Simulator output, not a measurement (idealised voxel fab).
This section sets out a process module, namely voxel air gaps.
Cross-section cut spans 185 nm and uses square cells 5 nm in size.
Cross-section format: a grid of square cells, given as bands from top to bottom; each band is one or more rows of cells. In this notation a band is specified by the heights of its top and bottom, in that order and in nm, after which its materials appear from left to right, each paired with its width in nm. The word "full width" attached to a single material means that material fills the band from edge to edge; the word "blank" stands for empty space. Heights are measured from 0, the level below which the as-received wafer is all one material; the lowest band has no bottom and continues downward, written as in "z 0 and below". Read "30->40" as a graded width: first number on top, second number at the bottom, same change between each pair of neighbouring rows. You'll sometimes find "left unchanged" written for a step, and that's the way of saying that nowhere in the cross-section did a cell change during that step. Reported under the label "Fully sealed voids" are the empty spaces having no open way to the top and comprising 8 cells or more; the notation for each is width x height at distance, in which the distance is measured from the left edge and all three values are in nm. It should be noted that, on the line of a given step, the content following the step's settings is a remark produced by the simulator itself with respect to that step. A step line may carry the setting "overlay nm", which, for steps involving a mask, states the distance by which the mask lay to the right of its intended position; negative values denote displacement to the left.
**Here's what the planned process steps look like**
1: RECEIVE,material Si
2: CONFORMAL_DEP,material SiO2,thk nm 15
3: CONFORMAL_DEP,material SiCN,thk nm 5
4: DIRECTIONAL_DEP,material lowk,thk nm 40
5: DIRECTIONAL_DEP,material aC,thk nm 10
6: PATTERN,tone open,mask id LINES,material resist,width nm 20,pitch nm 45,thk nm 30,overlay nm 0
7: DIRECTIONAL_ETCH,etch materials aC,depth nm 10
8: STRIP,etch materials resist
9: DIRECTIONAL_ETCH,etch materials lowk,depth nm 40
10: STRIP,etch materials aC
11: CONFORMAL_DEP,material TiN,thk nm 5
12: FILL_DEP,material Cu,thk nm 10
13: CMP,height nm 60
14: EPI,material Ru,thk nm 10
15: SELECTIVE_ETCH,etch materials lowk,depth nm 50
16: CONFORMAL_DEP,material SiCN,thk nm 5
**as received, after step 1**
z 0 and below = Si full width
Fully sealed voids: none
**Starting structure and process plan are as shown above, but one mistake was made in running the module; the wafer cross-section at the end of the module follows**
z 75 to 70 = SiCN full width
z 70 to 60 = Ru full width
z 60 to 25 = 30 of Cu  5 of TiN  20 of lowk  5 of TiN  15 of Cu  5 of TiN  20 of lowk  5 of TiN  15 of Cu  5 of TiN  20 of lowk  5 of TiN  35 of Cu
z 25 to 20 = 35 of TiN  20 of lowk  25 of TiN  20 of lowk  25 of TiN  20 of lowk  40 of TiN
z 20 to 15 = SiCN full width
z 15 to 0 = SiO2 full width
z 0 and below = Si full width
Fully sealed voids: none
Against the plan, the run slipped here: the process deviated at step 6: the operation and settings actually run there were PATTERN,tone cover,mask id LINES,material resist,width nm 20,pitch nm 45,thk nm 30,overlay nm 0
